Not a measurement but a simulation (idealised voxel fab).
Name of the process module below: voxel wiring stack
For reference, the cross-section in this document is cut, with width 200 nm and square cells of 5 nm.
Cross-section, as written here: a square-cell grid given band by band from the top down, where a band holds one or more rows of cells.
For a band, the entry starts with two heights in nm, that of the top and then that of the bottom, and carries on with the band's materials in order from left to right, each alongside its width in nm; the word "full width" beside a single material means it fills the band edge to edge, and "empty" means empty space.
Heights are reckoned from 0. Under this level, the received wafer is all of one material. The bottommost band is open-ended downward, for example "0 down".
Note: "30->40" means the width goes from the first number (top row of the band) to the second number (bottom row) in equal steps per row of cells.
Basically "nothing different" means that step didn't change any cell in the cross-section.
Sealed cavities: empty space of 8 cells or more with no open way to the top, each as width x height at its distance from the left edge, in nm
What comes after the settings on a step's line is commentary from the simulator itself on that step.
"overlay nm" denotes, for a step that has a mask, the displacement of the mask to the right of its planned place, with negative values corresponding to the left.
Pairs, read this way: before one process step on the one hand, after it on the other, the after cross-section ending at the lowest band that changed; the step between, settings included, beneath. Same starting wafer throughout, but possibly different runs of this module, so no pair continues from the pair above unless its entry headed "Pre-process state" says so.

Pre-process state
    115 to 100  SiO2 25 nm  TiN 5 nm  Ru 20 nm  TiN 5 nm  SiO2 30 nm  TiN 5 nm  Ru 20 nm  TiN 5 nm  SiO2 30 nm  TiN 5 nm  Ru 20 nm  TiN 5 nm  SiO2 25 nm
    100 to 95  SiO2 10 nm  SiN 15 nm  TiN 30 nm  SiO2 15 nm  SiN 15 nm  TiN 30 nm  SiO2 15 nm  SiN 15 nm  TiN 30 nm  SiO2 25 nm
    95 to 90  SiO2 10 nm  SiN 5 nm  Ru 35 nm  SiN 5 nm  SiO2 15 nm  SiN 5 nm  Ru 35 nm  SiN 5 nm  SiO2 15 nm  SiN 5 nm  Ru 35 nm  SiN 5 nm  SiO2 25 nm
    90 to 85  SiN 15 nm  Ru 35 nm  SiN 25 nm  Ru 35 nm  SiN 25 nm  Ru 35 nm  SiN 30 nm
    85 to 70  SiO2 25 nm  Ru 15 nm  SiO2 45 nm  Ru 15 nm  SiO2 45 nm  Ru 15 nm  SiO2 40 nm
    70 to 65  SiCN 25 nm  Ru 15 nm  SiCN 45 nm  Ru 15 nm  SiCN 45 nm  Ru 15 nm  SiCN 40 nm
    65 to 55  SiO2 25 nm  TiN 5 nm  Ru 20 nm  TiN 5 nm  SiO2 30 nm  TiN 5 nm  Ru 20 nm  TiN 5 nm  SiO2 30 nm  TiN 5 nm  Ru 20 nm  TiN 5 nm  SiO2 25 nm
    55 to 50  SiO2 25 nm  TiN 5 nm  Ru 5 nm  TiN 20 nm  SiO2 30 nm  TiN 30 nm  SiO2 30 nm  TiN 5 nm  Ru 5 nm  TiN 20 nm  SiO2 25 nm
    50 to 35  SiO2 25 nm  TiN 5 nm  Ru 5 nm  TiN 5 nm  SiO2 105 nm  TiN 5 nm  Ru 5 nm  TiN 5 nm  SiO2 40 nm
    35 to 30  SiCN 25 nm  TiN 15 nm  SiCN 105 nm  TiN 15 nm  SiCN 40 nm
    30 to 15  lowk 25 nm  W 30 nm  lowk 30 nm  W 30 nm  lowk 30 nm  W 30 nm  lowk 25 nm
    15 to 10  lowk 25 nm  TiN 30 nm  lowk 30 nm  TiN 30 nm  lowk 30 nm  TiN 30 nm  lowk 25 nm
    10 to 0  SiO2 full width
    0 down  Si full width
    Sealed cavities: none

Post-Step Geometry
    120 to 115  SiN full width
    Unchanged below 115.
    Sealed cavities: none
The step carried out between the cross-section before it and the cross-section after it, both shown above, is op CONFORMAL_DEP | material SiN | thk nm 5

Pre-process state
    30 to 15  lowk 25 nm  W 30 nm  lowk 30 nm  W 30 nm  lowk 30 nm  W 30 nm  lowk 25 nm
    15 to 10  lowk 25 nm  TiN 30 nm  lowk 30 nm  TiN 30 nm  lowk 30 nm  TiN 30 nm  lowk 25 nm
    10 to 0  SiO2 full width
    0 down  Si full width
    Sealed cavities: none

Post-Step Geometry
    60 to 30  SiO2 full width
    Unchanged below 30.
    Sealed cavities: none
The step carried out between the cross-section before it and the cross-section after it, both shown above, is op DIRECTIONAL_DEP | material SiO2 | thk nm 30

Pre-process state: per the after cross-section of the pair just above.

Post-Step Geometry
    65 to 60  SiCN full width
    Unchanged below 60.
    Sealed cavities: none
The step carried out between the cross-section before it and the cross-section after it, both shown above, is op CONFORMAL_DEP | material SiCN | thk nm 5

Pre-process state: per the after cross-section of the pair just above.

Post-Step Geometry
    65 to 60  SiCN 25 nm  empty 30 nm  SiCN 30 nm  empty 30 nm  SiCN 30 nm  empty 30 nm  SiCN 25 nm
    Unchanged below 60.
    Sealed cavities: none
The step carried out between the cross-section before it and the cross-section after it, both shown above, is op MASKED_ETCH | tone open | mask id METAL_2 | width nm 30 | pitch nm 60 | etch materials SiCN | depth nm 5 | overlay nm 0

Pre-process state: per the after cross-section of the pair just above.

Post-Step Geometry
    70 to 65  TiN 30 nm  empty 20 nm  TiN 40 nm  empty 20 nm  TiN 40 nm  empty 20 nm  TiN 30 nm
    65 to 60  SiCN 25 nm  TiN 30 nm  SiCN 30 nm  TiN 30 nm  SiCN 30 nm  TiN 30 nm  SiCN 25 nm
    Unchanged below 60.
    Sealed cavities: none
The step carried out between the cross-section before it and the cross-section after it, both shown above, is op CONFORMAL_DEP | material TiN | thk nm 5

Pre-process state: per the after cross-section of the pair just above.

Post-Step Geometry
    75 to 70  Ru full width
    70 to 65  TiN 30 nm  Ru 20 nm  TiN 40 nm  Ru 20 nm  TiN 40 nm  Ru 20 nm  TiN 30 nm
    Unchanged below 65.
    Sealed cavities: none
The step carried out between the cross-section before it and the cross-section after it, both shown above, is op FILL_DEP | material Ru | thk nm 5

Pre-process state: per the after cross-section of the pair just above.

Post-Step Geometry
    65 to 60  SiCN 25 nm  TiN 30 nm  SiCN 30 nm  TiN 30 nm  SiCN 30 nm  TiN 30 nm  SiCN 25 nm
    Unchanged below 60.
    Sealed cavities: none
The step carried out between the cross-section before it and the cross-section after it, both shown above, is op CMP | height nm 65

Pre-process state: per the after cross-section of the pair just above.

Post-Step Geometry
    70 to 65  SiCN full width
    Unchanged below 65.
    Sealed cavities: none
The step carried out between the cross-section before it and the cross-section after it, both shown above, is op CONFORMAL_DEP | material SiCN | thk nm 5

Pre-process state: per the after cross-section of the pair just above.

Post-Step Geometry
    85 to 70  SiO2 full width
    Unchanged below 70.
    Sealed cavities: none
The step carried out between the cross-section before it and the cross-section after it, both shown above, is op DIRECTIONAL_DEP | material SiO2 | thk nm 15

Pre-process state: per the after cross-section of the pair just above.

Post-Step Geometry
    85 to 70  SiO2 25 nm  empty 15 nm  SiO2 45 nm  empty 15 nm  SiO2 45 nm  empty 15 nm  SiO2 40 nm
    Unchanged below 70.
    Sealed cavities: none
The step carried out between the cross-section before it and the cross-section after it, both shown above, is op MASKED_ETCH | tone open | mask id PLUG_2 | width nm 15 | pitch nm 60 | etch materials SiO2 | depth nm 15 | overlay nm 0

Pre-process state: per the after cross-section of the pair just above.

Post-Step Geometry
    85 to 70  SiO2 25 nm  empty 15 nm  SiO2 45 nm  empty 15 nm  SiO2 45 nm  empty 15 nm  SiO2 40 nm
    70 to 65  SiCN 25 nm  empty 15 nm  SiCN 45 nm  empty 15 nm  SiCN 45 nm  empty 15 nm  SiCN 40 nm
    Unchanged below 65.
    Sealed cavities: none
The step carried out between the cross-section before it and the cross-section after it, both shown above, is op MASKED_ETCH | tone open | mask id PLUG_2 | width nm 15 | pitch nm 60 | etch materials SiCN | depth nm 5 | overlay nm 0

Pre-process state: per the after cross-section of the pair just above.

Post-Step Geometry
    85 to 75  SiO2 25 nm  empty 15 nm  SiO2 45 nm  empty 15 nm  SiO2 45 nm  empty 15 nm  SiO2 40 nm
    75 to 70  SiO2 25 nm  Ru 15 nm  SiO2 45 nm  Ru 15 nm  SiO2 45 nm  Ru 15 nm  SiO2 40 nm
    70 to 65  SiCN 25 nm  Ru 15 nm  SiCN 45 nm  Ru 15 nm  SiCN 45 nm  Ru 15 nm  SiCN 40 nm
    Unchanged below 65.
    Sealed cavities: none
The step carried out between the cross-section before it and the cross-section after it, both shown above, is op EPI | material Ru | thk nm 10

Pre-process state: per the after cross-section of the pair just above.

Post-Step Geometry
    85 to 70  SiO2 25 nm  Ru 15 nm  SiO2 45 nm  Ru 15 nm  SiO2 45 nm  Ru 15 nm  SiO2 40 nm
    Unchanged below 70.
    Sealed cavities: none
The step carried out between the cross-section before it and the cross-section after it, both shown above, is op EPI | material Ru | thk nm 10

Pre-process state: per the after cross-section of the pair just above.

Post-Step Geometry
    90 to 85  SiN full width
    Unchanged below 85.
    Sealed cavities: none
The step carried out between the cross-section before it and the cross-section after it, both shown above, is op CONFORMAL_DEP | material SiN | thk nm 5

Pre-process state: per the after cross-section of the pair just above.

Post-Step Geometry
    115 to 90  SiO2 full width
    Unchanged below 90.
    Sealed cavities: none
The step carried out between the cross-section before it and the cross-section after it, both shown above, is op DIRECTIONAL_DEP | material SiO2 | thk nm 25

Pre-process state: per the after cross-section of the pair just above.

Post-Step Geometry
    135 to 115  resist 25 nm  empty 30 nm  resist 30 nm  empty 30 nm  resist 30 nm  empty 30 nm  resist 25 nm
    Unchanged below 115.
    Sealed cavities: none
The step carried out between the cross-section before it and the cross-section after it, both shown above, is op PATTERN | tone open | mask id METAL_3 | material resist | width nm 30 | pitch nm 60 | thk nm 20 | overlay nm 0

Pre-process state: per the after cross-section of the pair just above.

Post-Step Geometry
    135 to 115  resist 25 nm  empty 30 nm  resist 30 nm  empty 30 nm  resist 30 nm  empty 30 nm  resist 25 nm
    115 to 90  SiO2 25 nm  empty 30 nm  SiO2 30 nm  empty 30 nm  SiO2 30 nm  empty 30 nm  SiO2 25 nm
    Unchanged below 90.
    Sealed cavities: none
The step carried out between the cross-section before it and the cross-section after it, both shown above, is op DIRECTIONAL_ETCH | etch materials SiO2 | depth nm 25

Pre-process state: per the after cross-section of the pair just above.

Post-Step Geometry
    135 to 115  resist 25 nm  empty 30 nm  resist 30 nm  empty 30 nm  resist 30 nm  empty 30 nm  resist 25 nm
    115 to 90  SiO2 25 nm  empty 30 nm  SiO2 30 nm  empty 30 nm  SiO2 30 nm  empty 30 nm  SiO2 25 nm
    90 to 85  SiN 25 nm  empty 30 nm  SiN 30 nm  empty 30 nm  SiN 30 nm  empty 30 nm  SiN 25 nm
    Unchanged below 85.
    Sealed cavities: none
The step carried out between the cross-section before it and the cross-section after it, both shown above, is op DIRECTIONAL_ETCH | etch materials SiN | depth nm 5

Pre-process state: per the after cross-section of the pair just above.

Post-Step Geometry
    115 to 90  SiO2 25 nm  empty 30 nm  SiO2 30 nm  empty 30 nm  SiO2 30 nm  empty 30 nm  SiO2 25 nm
    Unchanged below 90.
    Sealed cavities: none
The step carried out between the cross-section before it and the cross-section after it, both shown above, is op STRIP | etch materials resist

Pre-process state: per the after cross-section of the pair just above.

Post-Step Geometry
    120 to 115  TiN 30 nm  empty 20 nm  TiN 40 nm  empty 20 nm  TiN 40 nm  empty 20 nm  TiN 30 nm
    115 to 90  SiO2 25 nm  TiN 5 nm  empty 20 nm  TiN 5 nm  SiO2 30 nm  TiN 5 nm  empty 20 nm  TiN 5 nm  SiO2 30 nm  TiN 5 nm  empty 20 nm  TiN 5 nm  SiO2 25 nm
    90 to 85  SiN 25 nm  TiN 30 nm  SiN 30 nm  TiN 30 nm  SiN 30 nm  TiN 30 nm  SiN 25 nm
    Unchanged below 85.
    Sealed cavities: none
The step carried out between the cross-section before it and the cross-section after it, both shown above, is op CONFORMAL_DEP | material TiN | thk nm 5

Pre-process state: per the after cross-section of the pair just above.

Post-Step Geometry
    125 to 120  Ru full width
    120 to 115  TiN 30 nm  Ru 20 nm  TiN 40 nm  Ru 20 nm  TiN 40 nm  Ru 20 nm  TiN 30 nm
    115 to 90  SiO2 25 nm  TiN 5 nm  Ru 20 nm  TiN 5 nm  SiO2 30 nm  TiN 5 nm  Ru 20 nm  TiN 5 nm  SiO2 30 nm  TiN 5 nm  Ru 20 nm  TiN 5 nm  SiO2 25 nm
    Unchanged below 90.
    Sealed cavities: none
The step carried out between the cross-section before it and the cross-section after it, both shown above, is op FILL_DEP | material Ru | thk nm 5

Pre-process state: per the after cross-section of the pair just above.

Post-Step Geometry
    115 to 90  SiO2 25 nm  TiN 5 nm  Ru 20 nm  TiN 5 nm  SiO2 30 nm  TiN 5 nm  Ru 20 nm  TiN 5 nm  SiO2 30 nm  TiN 5 nm  Ru 20 nm  TiN 5 nm  SiO2 25 nm
    Unchanged below 90.
    Sealed cavities: none
The step carried out between the cross-section before it and the cross-section after it, both shown above, is op CMP | height nm 115

Pre-process state: per the after cross-section of the pair just above.

Post-Step Geometry
    120 to 115  SiN full width
    Unchanged below 115.
    Sealed cavities: none
The step carried out between the cross-section before it and the cross-section after it, both shown above, is op CONFORMAL_DEP | material SiN | thk nm 5

Pre-process state
    90 to 85  SiN full width
    85 to 70  SiO2 25 nm  Ru 15 nm  SiO2 45 nm  Ru 15 nm  SiO2 45 nm  Ru 15 nm  SiO2 40 nm
    70 to 65  SiCN 25 nm  Ru 15 nm  SiCN 45 nm  Ru 15 nm  SiCN 45 nm  Ru 15 nm  SiCN 40 nm
    65 to 55  SiO2 25 nm  TiN 5 nm  Ru 20 nm  TiN 5 nm  SiO2 30 nm  TiN 5 nm  Ru 20 nm  TiN 5 nm  SiO2 30 nm  TiN 5 nm  Ru 20 nm  TiN 5 nm  SiO2 25 nm
    55 to 50  SiO2 25 nm  TiN 5 nm  Ru 5 nm  TiN 20 nm  SiO2 30 nm  TiN 30 nm  SiO2 30 nm  TiN 5 nm  Ru 5 nm  TiN 20 nm  SiO2 25 nm
    50 to 35  SiO2 25 nm  TiN 5 nm  Ru 5 nm  TiN 5 nm  SiO2 105 nm  TiN 5 nm  Ru 5 nm  TiN 5 nm  SiO2 40 nm
    35 to 30  SiCN 25 nm  TiN 15 nm  SiCN 105 nm  TiN 15 nm  SiCN 40 nm
    30 to 15  lowk 25 nm  W 30 nm  lowk 30 nm  W 30 nm  lowk 30 nm  W 30 nm  lowk 25 nm
    15 to 10  lowk 25 nm  TiN 30 nm  lowk 30 nm  TiN 30 nm  lowk 30 nm  TiN 30 nm  lowk 25 nm
    10 to 0  SiO2 full width
    0 down  Si full width
    Sealed cavities: none

Post-Step Geometry
    105 to 90  SiO2 full width
    Unchanged below 90.
    Sealed cavities: none
The step carried out between the cross-section before it and the cross-section after it, both shown above, is op DIRECTIONAL_DEP | material SiO2 | thk nm 15

Pre-process state: per the after cross-section of the pair just above.

Post-Step Geometry
    125 to 105  resist 25 nm  empty 30 nm  resist 30 nm  empty 30 nm  resist 30 nm  empty 30 nm  resist 25 nm
    Unchanged below 105.
    Sealed cavities: none
The step carried out between the cross-section before it and the cross-section after it, both shown above, is op PATTERN | tone open | mask id METAL_3 | material resist | width nm 30 | pitch nm 60 | thk nm 20 | overlay nm 0

Pre-process state: per the after cross-section of the pair just above.

Post-Step Geometry
    125 to 105  resist 25 nm  empty 30 nm  resist 30 nm  empty 30 nm  resist 30 nm  empty 30 nm  resist 25 nm
    105 to 90  SiO2 25 nm  empty 30 nm  SiO2 30 nm  empty 30 nm  SiO2 30 nm  empty 30 nm  SiO2 25 nm
    Unchanged below 90.
    Sealed cavities: none
The step carried out between the cross-section before it and the cross-section after it, both shown above, is op DIRECTIONAL_ETCH | etch materials SiO2 | depth nm 25

Pre-process state: per the after cross-section of the pair just above.

Post-Step Geometry
    125 to 105  resist 25 nm  empty 30 nm  resist 30 nm  empty 30 nm  resist 30 nm  empty 30 nm  resist 25 nm
    105 to 90  SiO2 25 nm  empty 30 nm  SiO2 30 nm  empty 30 nm  SiO2 30 nm  empty 30 nm  SiO2 25 nm
    90 to 85  SiN 25 nm  empty 30 nm  SiN 30 nm  empty 30 nm  SiN 30 nm  empty 30 nm  SiN 25 nm
    Unchanged below 85.
    Sealed cavities: none
The step carried out between the cross-section before it and the cross-section after it, both shown above, is op DIRECTIONAL_ETCH | etch materials SiN | depth nm 5

Pre-process state: per the after cross-section of the pair just above.

Post-Step Geometry
    105 to 90  SiO2 25 nm  empty 30 nm  SiO2 30 nm  empty 30 nm  SiO2 30 nm  empty 30 nm  SiO2 25 nm
    Unchanged below 90.
    Sealed cavities: none
The step carried out between the cross-section before it and the cross-section after it, both shown above, is op STRIP | etch materials resist

Pre-process state: per the after cross-section of the pair just above.

Post-Step Geometry
    110 to 105  TiN 30 nm  empty 20 nm  TiN 40 nm  empty 20 nm  TiN 40 nm  empty 20 nm  TiN 30 nm
    105 to 90  SiO2 25 nm  TiN 5 nm  empty 20 nm  TiN 5 nm  SiO2 30 nm  TiN 5 nm  empty 20 nm  TiN 5 nm  SiO2 30 nm  TiN 5 nm  empty 20 nm  TiN 5 nm  SiO2 25 nm
    90 to 85  SiN 25 nm  TiN 30 nm  SiN 30 nm  TiN 30 nm  SiN 30 nm  TiN 30 nm  SiN 25 nm
    Unchanged below 85.
    Sealed cavities: none
The step carried out between the cross-section before it and the cross-section after it, both shown above, is op CONFORMAL_DEP | material TiN | thk nm 5

Pre-process state: per the after cross-section of the pair just above.

Post-Step Geometry
    115 to 110  Ru full width
    110 to 105  TiN 30 nm  Ru 20 nm  TiN 40 nm  Ru 20 nm  TiN 40 nm  Ru 20 nm  TiN 30 nm
    105 to 90  SiO2 25 nm  TiN 5 nm  Ru 20 nm  TiN 5 nm  SiO2 30 nm  TiN 5 nm  Ru 20 nm  TiN 5 nm  SiO2 30 nm  TiN 5 nm  Ru 20 nm  TiN 5 nm  SiO2 25 nm
    Unchanged below 90.
    Sealed cavities: none
The step carried out between the cross-section before it and the cross-section after it, both shown above, is op FILL_DEP | material Ru | thk nm 5

Pre-process state: per the after cross-section of the pair just above.

Post-Step Geometry
    120 to 115  SiN full width
    Unchanged below 115.
    Sealed cavities: none
The step carried out between the cross-section before it and the cross-section after it, both shown above, is op CONFORMAL_DEP | material SiN | thk nm 5

Pre-process state
    65 to 35  SiO2 25 nm  empty 15 nm  SiO2 105 nm  empty 15 nm  SiO2 40 nm
    35 to 30  SiCN full width
    30 to 15  lowk 25 nm  W 30 nm  lowk 30 nm  W 30 nm  lowk 30 nm  W 30 nm  lowk 25 nm
    15 to 10  lowk 25 nm  TiN 30 nm  lowk 30 nm  TiN 30 nm  lowk 30 nm  TiN 30 nm  lowk 25 nm
    10 to 0  SiO2 full width
    0 down  Si full width
    Sealed cavities: none

Post-Step Geometry
    65 to 50  SiO2 25 nm  empty 25 nm  SiO2 40 nm  empty 20 nm  SiO2 35 nm  empty 25 nm  SiO2 30 nm
    Unchanged below 50.
    Sealed cavities: none
The step carried out between the cross-section before it and the cross-section after it, both shown above, is op MASKED_ETCH | tone open | mask id METAL_2 | width nm 20 | pitch nm 60 | etch materials SiO2 | depth nm 15 | overlay nm 0

Pre-process state: per the after cross-section of the pair just above.

Post-Step Geometry
    65 to 50  SiO2 25 nm  empty 25 nm  SiO2 40 nm  empty 20 nm  SiO2 35 nm  empty 25 nm  SiO2 30 nm
    50 to 35  SiO2 25 nm  empty 15 nm  SiO2 105 nm  empty 15 nm  SiO2 40 nm
    35 to 30  SiCN 25 nm  empty 15 nm  SiCN 105 nm  empty 15 nm  SiCN 40 nm
    Unchanged below 30.
    Sealed cavities: none
The step carried out between the cross-section before it and the cross-section after it, both shown above, is op MASKED_ETCH | tone open | mask id METAL_2 | width nm 30 | pitch nm 60 | etch materials SiCN | depth nm 5 | overlay nm 0

Pre-process state: per the after cross-section of the pair just above.

Post-Step Geometry
    70 to 65  TiN 30 nm  empty 15 nm  TiN 50 nm  empty 10 nm  TiN 45 nm  empty 15 nm  TiN 35 nm
    65 to 55  SiO2 25 nm  TiN 5 nm  empty 15 nm  TiN 5 nm  SiO2 40 nm  TiN 5 nm  empty 10 nm  TiN 5 nm  SiO2 35 nm  TiN 5 nm  empty 15 nm  TiN 5 nm  SiO2 30 nm
    55 to 50  SiO2 25 nm  TiN 5 nm  empty 5 nm  TiN 15 nm  SiO2 40 nm  TiN 20 nm  SiO2 35 nm  TiN 5 nm  empty 5 nm  TiN 15 nm  SiO2 30 nm
    50 to 35  SiO2 25 nm  TiN 5 nm  empty 5 nm  TiN 5 nm  SiO2 105 nm  TiN 5 nm  empty 5 nm  TiN 5 nm  SiO2 40 nm
    35 to 30  SiCN 25 nm  TiN 15 nm  SiCN 105 nm  TiN 15 nm  SiCN 40 nm
    Unchanged below 30.
    Sealed cavities: none
The step carried out between the cross-section before it and the cross-section after it, both shown above, is op CONFORMAL_DEP | material TiN | thk nm 5

Pre-process state: per the after cross-section of the pair just above.

Post-Step Geometry
    75 to 70  Ru full width
    70 to 65  TiN 30 nm  Ru 15 nm  TiN 50 nm  Ru 10 nm  TiN 45 nm  Ru 15 nm  TiN 35 nm
    65 to 55  SiO2 25 nm  TiN 5 nm  Ru 15 nm  TiN 5 nm  SiO2 40 nm  TiN 5 nm  Ru 10 nm  TiN 5 nm  SiO2 35 nm  TiN 5 nm  Ru 15 nm  TiN 5 nm  SiO2 30 nm
    55 to 50  SiO2 25 nm  TiN 5 nm  Ru 5 nm  TiN 15 nm  SiO2 40 nm  TiN 20 nm  SiO2 35 nm  TiN 5 nm  Ru 5 nm  TiN 15 nm  SiO2 30 nm
    50 to 35  SiO2 25 nm  TiN 5 nm  Ru 5 nm  TiN 5 nm  SiO2 105 nm  TiN 5 nm  Ru 5 nm  TiN 5 nm  SiO2 40 nm
    Unchanged below 35.
    Sealed cavities: none
The step carried out between the cross-section before it and the cross-section after it, both shown above, is op FILL_DEP | material Ru | thk nm 5

Pre-process state: per the after cross-section of the pair just above.

Post-Step Geometry
    65 to 55  SiO2 25 nm  TiN 5 nm  Ru 15 nm  TiN 5 nm  SiO2 40 nm  TiN 5 nm  Ru 10 nm  TiN 5 nm  SiO2 35 nm  TiN 5 nm  Ru 15 nm  TiN 5 nm  SiO2 30 nm
    Unchanged below 55.
    Sealed cavities: none
The step carried out between the cross-section before it and the cross-section after it, both shown above, is op CMP | height nm 65

Pre-process state: per the after cross-section of the pair just above.

Post-Step Geometry
    70 to 65  SiCN full width
    Unchanged below 65.
    Sealed cavities: none
The step carried out between the cross-section before it and the cross-section after it, both shown above, is op CONFORMAL_DEP | material SiCN | thk nm 5

Pre-process state: per the after cross-section of the pair just above.

Post-Step Geometry
    85 to 70  SiO2 full width
    Unchanged below 70.
    Sealed cavities: none
The step carried out between the cross-section before it and the cross-section after it, both shown above, is op DIRECTIONAL_DEP | material SiO2 | thk nm 15

Pre-process state: per the after cross-section of the pair just above.

Post-Step Geometry
    85 to 70  SiO2 25 nm  empty 15 nm  SiO2 45 nm  empty 15 nm  SiO2 45 nm  empty 15 nm  SiO2 40 nm
    Unchanged below 70.
    Sealed cavities: none
The step carried out between the cross-section before it and the cross-section after it, both shown above, is op MASKED_ETCH | tone open | mask id PLUG_2 | width nm 15 | pitch nm 60 | etch materials SiO2 | depth nm 15 | overlay nm 0

Pre-process state: per the after cross-section of the pair just above.

Post-Step Geometry
    85 to 70  SiO2 25 nm  empty 15 nm  SiO2 45 nm  empty 15 nm  SiO2 45 nm  empty 15 nm  SiO2 40 nm
    70 to 65  SiCN 25 nm  empty 15 nm  SiCN 45 nm  empty 15 nm  SiCN 45 nm  empty 15 nm  SiCN 40 nm
    Unchanged below 65.
    Sealed cavities: none
The step carried out between the cross-section before it and the cross-section after it, both shown above, is op MASKED_ETCH | tone open | mask id PLUG_2 | width nm 15 | pitch nm 60 | etch materials SiCN | depth nm 5 | overlay nm 0

Pre-process state: per the after cross-section of the pair just above.

Post-Step Geometry
    85 to 75  SiO2 25 nm  empty 15 nm  SiO2 45 nm  empty 15 nm  SiO2 45 nm  empty 15 nm  SiO2 40 nm
    75 to 70  SiO2 25 nm  Ru 15 nm  SiO2 45 nm  Ru 15 nm  SiO2 45 nm  Ru 15 nm  SiO2 40 nm
    70 to 65  SiCN 25 nm  Ru 15 nm  SiCN 45 nm  Ru 15 nm  SiCN 45 nm  Ru 15 nm  SiCN 40 nm
    Unchanged below 65.
    Sealed cavities: none
The step carried out between the cross-section before it and the cross-section after it, both shown above, is op EPI | material Ru | thk nm 10

Pre-process state: per the after cross-section of the pair just above.

Post-Step Geometry
    85 to 70  SiO2 25 nm  Ru 15 nm  SiO2 45 nm  Ru 15 nm  SiO2 45 nm  Ru 15 nm  SiO2 40 nm
    Unchanged below 70.
    Sealed cavities: none
The step carried out between the cross-section before it and the cross-section after it, both shown above, is op EPI | material Ru | thk nm 10

Pre-process state: per the after cross-section of the pair just above.

Post-Step Geometry
    90 to 85  SiN full width
    Unchanged below 85.
    Sealed cavities: none
The step carried out between the cross-section before it and the cross-section after it, both shown above, is op CONFORMAL_DEP | material SiN | thk nm 5

Pre-process state: per the after cross-section of the pair just above.

Post-Step Geometry
    115 to 90  SiO2 full width
    Unchanged below 90.
    Sealed cavities: none
The step carried out between the cross-section before it and the cross-section after it, both shown above, is op DIRECTIONAL_DEP | material SiO2 | thk nm 25

Pre-process state: per the after cross-section of the pair just above.

Post-Step Geometry
    135 to 115  resist 25 nm  empty 30 nm  resist 30 nm  empty 30 nm  resist 30 nm  empty 30 nm  resist 25 nm
    Unchanged below 115.
    Sealed cavities: none
The step carried out between the cross-section before it and the cross-section after it, both shown above, is op PATTERN | tone open | mask id METAL_3 | material resist | width nm 30 | pitch nm 60 | thk nm 20 | overlay nm 0

Pre-process state: per the after cross-section of the pair just above.

Post-Step Geometry
    135 to 115  resist 25 nm  empty 30 nm  resist 30 nm  empty 30 nm  resist 30 nm  empty 30 nm  resist 25 nm
    115 to 90  SiO2 25 nm  empty 30 nm  SiO2 30 nm  empty 30 nm  SiO2 30 nm  empty 30 nm  SiO2 25 nm
    Unchanged below 90.
    Sealed cavities: none
The step carried out between the cross-section before it and the cross-section after it, both shown above, is op DIRECTIONAL_ETCH | etch materials SiO2 | depth nm 25

Pre-process state: per the after cross-section of the pair just above.

Post-Step Geometry
    135 to 115  resist 25 nm  empty 30 nm  resist 30 nm  empty 30 nm  resist 30 nm  empty 30 nm  resist 25 nm
    115 to 90  SiO2 25 nm  empty 30 nm  SiO2 30 nm  empty 30 nm  SiO2 30 nm  empty 30 nm  SiO2 25 nm
    90 to 85  SiN 25 nm  empty 30 nm  SiN 30 nm  empty 30 nm  SiN 30 nm  empty 30 nm  SiN 25 nm
    Unchanged below 85.
    Sealed cavities: none
The step carried out between the cross-section before it and the cross-section after it, both shown above, is op DIRECTIONAL_ETCH | etch materials SiN | depth nm 5

Pre-process state: per the after cross-section of the pair just above.

Post-Step Geometry
    115 to 90  SiO2 25 nm  empty 30 nm  SiO2 30 nm  empty 30 nm  SiO2 30 nm  empty 30 nm  SiO2 25 nm
    Unchanged below 90.
    Sealed cavities: none
The step carried out between the cross-section before it and the cross-section after it, both shown above, is op STRIP | etch materials resist

Pre-process state: per the after cross-section of the pair just above.

Post-Step Geometry
    120 to 115  TiN 30 nm  empty 20 nm  TiN 40 nm  empty 20 nm  TiN 40 nm  empty 20 nm  TiN 30 nm
    115 to 90  SiO2 25 nm  TiN 5 nm  empty 20 nm  TiN 5 nm  SiO2 30 nm  TiN 5 nm  empty 20 nm  TiN 5 nm  SiO2 30 nm  TiN 5 nm  empty 20 nm  TiN 5 nm  SiO2 25 nm
    90 to 85  SiN 25 nm  TiN 30 nm  SiN 30 nm  TiN 30 nm  SiN 30 nm  TiN 30 nm  SiN 25 nm
    Unchanged below 85.
    Sealed cavities: none
The step carried out between the cross-section before it and the cross-section after it, both shown above, is op CONFORMAL_DEP | material TiN | thk nm 5

Pre-process state: per the after cross-section of the pair just above.

Post-Step Geometry
    125 to 120  Ru full width
    120 to 115  TiN 30 nm  Ru 20 nm  TiN 40 nm  Ru 20 nm  TiN 40 nm  Ru 20 nm  TiN 30 nm
    115 to 90  SiO2 25 nm  TiN 5 nm  Ru 20 nm  TiN 5 nm  SiO2 30 nm  TiN 5 nm  Ru 20 nm  TiN 5 nm  SiO2 30 nm  TiN 5 nm  Ru 20 nm  TiN 5 nm  SiO2 25 nm
    Unchanged below 90.
    Sealed cavities: none
The step carried out between the cross-section before it and the cross-section after it, both shown above, is op FILL_DEP | material Ru | thk nm 5

Pre-process state: per the after cross-section of the pair just above.

Post-Step Geometry
    115 to 90  SiO2 25 nm  TiN 5 nm  Ru 20 nm  TiN 5 nm  SiO2 30 nm  TiN 5 nm  Ru 20 nm  TiN 5 nm  SiO2 30 nm  TiN 5 nm  Ru 20 nm  TiN 5 nm  SiO2 25 nm
    Unchanged below 90.
    Sealed cavities: none
The step carried out between the cross-section before it and the cross-section after it, both shown above, is op CMP | height nm 115

Pre-process state: per the after cross-section of the pair just above.

Post-Step Geometry
    120 to 115  SiN full width
    Unchanged below 115.
    Sealed cavities: none
The step carried out between the cross-section before it and the cross-section after it, both shown above, is op CONFORMAL_DEP | material SiN | thk nm 5
